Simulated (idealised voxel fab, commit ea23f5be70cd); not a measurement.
process module | voxel air gaps
cross-section cut | 250 nm wide | cells 5 nm
A cross-section is a grid of square cells, given in bands from the top down. A band is one or more rows of cells.
Each band's line starts with the height of the band's top and of its bottom, in nm. Then come its materials from left to right, each with its width in nm. One material with "throughout" fills the band from edge to edge. "air" is empty space.
Height 0 is the level under which the wafer as received is all one material. The lowest band goes on downwards, as in "0 down".
A width such as "30 to 40" changes by the same amount from each row of cells to the next, from the band's top row to its bottom row.
"no change" after a step means that no cell of the cross-section changed.
closed voids: empty space of 8 cells or more with no open way to the top, each as width x height at its distance from the left edge, in nm
after a step's settings: what the simulator itself notes on the step
overlay nm, on a step with a mask: how far to the right of its planned place the mask lay; to the left if negative
plan
1 op RECEIVE | material Si
2 op CONFORMAL_DEP | material SiO2 | thk nm 15
3 op CONFORMAL_DEP | material SiN | thk nm 5
4 op DIRECTIONAL_DEP | material SiO2 | thk nm 40
5 op DIRECTIONAL_DEP | material aC | thk nm 15
6 op PATTERN | tone open | mask id LINES | material resist | width nm 15 | pitch nm 40 | thk nm 35 | overlay nm -15
7 op DIRECTIONAL_ETCH | etch materials aC | depth nm 15
8 op STRIP | etch materials resist
9 op DIRECTIONAL_ETCH | etch materials SiO2 | depth nm 40
10 op STRIP | etch materials aC
11 op CONFORMAL_DEP | material TiN | thk nm 5
12 op FILL_DEP | material Cu | thk nm 5
13 op CMP | height nm 60
14 op EPI | material Ru | thk nm 10
15 op SELECTIVE_ETCH | etch materials SiO2 | depth nm 50
16 op CONFORMAL_DEP | material SiCN | thk nm 5
varied across the wafers: overlay nm of step 6. The plan shows the first wafer's value. All wafers start alike
first wafer as received, after step 1
  0 down: Si throughout
  closed voids: none
each wafer at the end: cells of each material gained (+) or lost (-) since it was received, then its closed voids
overlay nm -15 | +21 Cu | +42 Ru | +126 SiCN | +50 SiN | +150 SiO2 | +51 TiN | closed voids: 15 x 30 at 80; 15 x 30 at 120
overlay nm -10 | +21 Cu | +42 Ru | +126 SiCN | +50 SiN | +150 SiO2 | +51 TiN | closed voids: 15 x 30 at 85; 15 x 30 at 125
overlay nm -5 | +21 Cu | +42 Ru | +126 SiCN | +50 SiN | +150 SiO2 | +51 TiN | closed voids: 15 x 30 at 90; 15 x 30 at 130
overlay nm 0 | +21 Cu | +42 Ru | +126 SiCN | +50 SiN | +150 SiO2 | +51 TiN | closed voids: 15 x 30 at 95; 15 x 30 at 135
overlay nm 5 | +21 Cu | +42 Ru | +126 SiCN | +50 SiN | +150 SiO2 | +51 TiN | closed voids: 15 x 30 at 100; 15 x 30 at 140
overlay nm 10 | +21 Cu | +42 Ru | +126 SiCN | +50 SiN | +150 SiO2 | +51 TiN | closed voids: 15 x 30 at 105; 15 x 30 at 145
overlay nm 15 | +21 Cu | +42 Ru | +126 SiCN | +50 SiN | +150 SiO2 | +51 TiN | closed voids: 15 x 30 at 110; 15 x 30 at 150
